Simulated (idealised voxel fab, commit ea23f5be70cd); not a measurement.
Process module, titled voxel capacitor over wiring
Cross-section cut: width 175 nm, square cells of 5 nm.
Cross-section = grid of square cells, listed top down in bands; band = one or more rows. Quick guide to a band line: top height, bottom height (nm) up front; then every material left to right with its width in nm. Only one material and it's marked "everywhere"? Then it fills the band edge to edge. And "empty" just means empty space. Below 0: as-received wafer, all one material; heights counted from there. Lowest band: no bottom, goes on down, written "0 and below". Width: "30..40" (first number = top row, second number = bottom row, same change from row to row of cells). "nothing altered", as given for a step, is the statement that not any cell of the cross-section underwent a change during that step. "Sealed cavities" contains a list of empty spaces, each no smaller than 8 cells and without an open way to the top, written in the form width x height at distance with the distance from the left edge and all three in nm. What comes after the settings on a step's line is commentary from the simulator itself on that step. When a step includes a mask, the "overlay nm" setting on its line states how far to the right of its planned place that mask lay, and negative values state how far to the left.

THE PROCESS STEPS THAT WERE PLANNED ARE LISTED BELOW
1) RECEIVE: material Si
2) CONFORMAL_DEP: material SiO2, thk nm 10
3) DIRECTIONAL_DEP: material TiN, thk nm 5
4) DIRECTIONAL_DEP: material Ru, thk nm 20
5) DIRECTIONAL_DEP: material aC, thk nm 15
6) PATTERN: tone cover, mask id METAL_1, material resist, width nm 25, pitch nm 75, thk nm 30, overlay nm 0
7) DIRECTIONAL_ETCH: etch materials aC, depth nm 15
8) STRIP: etch materials resist
9) DIRECTIONAL_ETCH: etch materials Ru, depth nm 20
10) DIRECTIONAL_ETCH: etch materials TiN, depth nm 5
11) STRIP: etch materials aC
12) FILL_DEP: material lowk, thk nm 10
13) CMP: height nm 35
14) CONFORMAL_DEP: material SiCN, thk nm 5
15) DIRECTIONAL_DEP: material SiO2, thk nm 20
16) DIRECTIONAL_DEP: material aC, thk nm 10
17) PATTERN: tone open, mask id PLUG_1, material resist, width nm 15, thk nm 25, overlay nm 0
18) DIRECTIONAL_ETCH: etch materials aC, depth nm 10
19) STRIP: etch materials resist
20) DIRECTIONAL_ETCH: etch materials SiO2, depth nm 20
21) DIRECTIONAL_ETCH: etch materials SiCN, depth nm 5
22) STRIP: etch materials aC
23) EPI: material Ru, thk nm 10
24) EPI: material Ru, thk nm 10
25) EPI: material Ru, thk nm 5
26) DIRECTIONAL_DEP: material TiN, thk nm 10
27) DIRECTIONAL_DEP: material SiN, thk nm 5
28) DIRECTIONAL_DEP: material TiN, thk nm 5
29) PATTERN: tone cover, mask id UPPER_PLATE, material resist, width nm 55, thk nm 15, overlay nm 0
30) DIRECTIONAL_ETCH: etch materials TiN, depth nm 5
31) DIRECTIONAL_ETCH: etch materials SiN, depth nm 5
32) STRIP: etch materials resist
33) MASKED_ETCH: tone cover, mask id LOWER_PLATE, width nm 65, etch materials TiN, depth nm 10, overlay nm 0
34) FILL_DEP: material SiO2, thk nm 20
35) CMP: height nm 95
36) DIRECTIONAL_DEP: material aC, thk nm 10
37) PATTERN: tone open, mask id PLUG_2, material resist, width nm 15, thk nm 30, overlay nm 0
38) DIRECTIONAL_ETCH: etch materials aC, depth nm 10
39) STRIP: etch materials resist
40) DIRECTIONAL_ETCH: etch materials SiO2, depth nm 15
41) STRIP: etch materials aC
42) CONFORMAL_DEP: material TiN, thk nm 5
43) FILL_DEP: material Cu, thk nm 5
44) CMP: height nm 95
45) CONFORMAL_DEP: material SiN, thk nm 5

AS-RECEIVED STATE OF THE WAFER IN CROSS-SECTION, EQUIVALENT TO POST-STEP 1
    0 and below | Si everywhere
    Sealed cavities: none

A WAFER AT THE END: THIS START, THIS PLAN, ONE MISTAKE
    100 down to 95 | SiN everywhere
    95 down to 85 | SiO2 55, TiN 5, Cu 5, TiN 5, SiO2 105
    85 down to 75 | SiO2 55..60, TiN 15..40, SiO2 105..75
    75 down to 70 | SiO2 60, SiN 40, SiO2 75
    70 down to 60 | SiO2 40, TiN 5, SiO2 15, TiN 45, SiO2 70
    60 down to 55 | SiO2 everywhere
    55 down to 50 | SiO2 45, TiN 15, SiO2 115
    50 down to 45 | SiO2 45, SiN 15, SiO2 115
    45 down to 40 | SiO2 45, TiN 15, SiO2 115
    40 down to 35 | SiCN 45, TiN 15, SiCN 115
    35 down to 15 | SiCN everywhere
    15 down to 10 | TiN everywhere
    10 down to 0 | SiO2 everywhere
    0 and below | Si everywhere
    Sealed cavities: none
The plan and the run diverged here: note that step 4 departed from the planned setting and was carried out as DIRECTIONAL_DEP: material SiCN, thk nm 20
